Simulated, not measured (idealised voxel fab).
You're looking at the process module voxel self aligned contacts.
Xsec cut, 235 nm wide, square cell size 5 nm.
A cross-section is written here as square cells arranged in a grid, and it is given in bands from the top down, each band taking up one or more rows of cells. Top, bottom (nm), then materials left to right with widths (nm); lone material tagged "everywhere" fills the whole band edge to edge; "blank" = empty space. Where do heights start? At 0: under that level the wafer as delivered is made of one material only. And the lowest band has no floor; it just carries on downward, as in "0 -> down". When a width is written as two numbers, as in "30->40", the first number is the width in the top row of cells of the band and the second is the width in its bottom row, and the width changes by the same amount from each row to the next. "nothing changed", as given for a step, is the statement that not any cell of the cross-section underwent a change during that step. In "Voids, fully enclosed" the enclosed voids are listed, meaning empty spaces of 8 cells or larger without any opening to the top. The form is width x height at distance, distance from the left edge, units nm. Formally, on a step line, whatever follows the settings is a remark that the simulator itself makes on the step. overlay nm: where the mask lay relative to plan, measured to the right, on steps with a mask; negatives go left.

The process steps that were planned are listed below
1,RECEIVE,material Si
2,CONFORMAL_DEP,material SiO2,thk nm 5
3,DIRECTIONAL_DEP,material polySi,thk nm 20
4,DIRECTIONAL_DEP,material SiN,thk nm 20
5,DIRECTIONAL_DEP,material aC,thk nm 10
6,PATTERN,tone cover,mask id GATE,material resist,width nm 35,pitch nm 75,thk nm 25,overlay nm 0
7,DIRECTIONAL_ETCH,etch materials aC,depth nm 10
8,STRIP,etch materials resist
9,DIRECTIONAL_ETCH,etch materials SiN,depth nm 20
10,DIRECTIONAL_ETCH,etch materials polySi,depth nm 20
11,STRIP,etch materials aC
12,CONFORMAL_DEP,material SiN,thk nm 10
13,DIRECTIONAL_ETCH,etch materials SiN,depth nm 10
14,FILL_DEP,material SiO2,thk nm 20
15,CMP,height nm 55
16,PATTERN,tone open,mask id CONTACT,material resist,width nm 60,pitch nm 75,thk nm 15,overlay nm 0
17,DIRECTIONAL_ETCH,etch materials SiO2,depth nm 55
18,STRIP,etch materials resist
19,CONFORMAL_DEP,material TiN,thk nm 5
20,FILL_DEP,material W,thk nm 5
21,CMP,height nm 55
22,CONFORMAL_DEP,material SiN,thk nm 5

Cross-section of the wafer upon arrival, representing the state reached after step 1
> 0 -> down | Si everywhere
> Voids, fully enclosed: none

Run as planned - first of the two wafers cross-sectioned at the end of the module
> 60 -> 55 | SiN everywhere
> 55 -> 45 | SiO2=50 / TiN=5->25 / W=50->10 / TiN=5->25 / SiO2=15 / TiN=5->25 / W=50->10 / TiN=5->25 / SiO2=50
> 45 -> 25 | SiO2=15 / SiN=55 / TiN=5 / W=10 / TiN=5 / SiN=55 / TiN=5 / W=10 / TiN=5 / SiN=55 / SiO2=15
> 25 -> 5 | SiO2=15 / SiN=10 / polySi=35 / SiN=10 / TiN=5 / W=10 / TiN=5 / SiN=10 / polySi=35 / SiN=10 / TiN=5 / W=10 / TiN=5 / SiN=10 / polySi=35 / SiN=10 / SiO2=15
> 5 -> 0 | SiO2=70 / TiN=20 / SiO2=55 / TiN=20 / SiO2=70
> 0 -> down | Si everywhere
> Voids, fully enclosed: none

Same start, same plan as the first wafer - but one mistake in the run. Cross-section of the second of the two at the end of the module
> 60 -> 55 | SiN everywhere
> 55 -> 45 | SiO2=55 / TiN=5->20 / W=45->10 / TiN=5->25 / SiO2=20 / TiN=5->20 / W=45->10 / TiN=5->25 / SiO2=50
> 45 -> 25 | SiO2=15 / SiN=55 / TiN=5 / W=10 / TiN=5 / SiN=55 / TiN=5 / W=10 / TiN=5 / SiN=55 / SiO2=15
> 25 -> 5 | SiO2=15 / SiN=10 / polySi=35 / SiN=10 / TiN=5 / W=10 / TiN=5 / SiN=10 / polySi=35 / SiN=10 / TiN=5 / W=10 / TiN=5 / SiN=10 / polySi=35 / SiN=10 / SiO2=15
> 5 -> 0 | SiO2=70 / TiN=20 / SiO2=55 / TiN=20 / SiO2=70
> 0 -> down | Si everywhere
> Voids, fully enclosed: none
Finding, execution versus plan: step 16 did not happen as planned, as run it was PATTERN,tone open,mask id CONTACT,material resist,width nm 55,pitch nm 75,thk nm 15,overlay nm 0
Upon completion, the second wafer contains, in terms of cells, a greater or smaller amount of certain materials than the first wafer: +4 SiO2; -2 TiN; -2 W
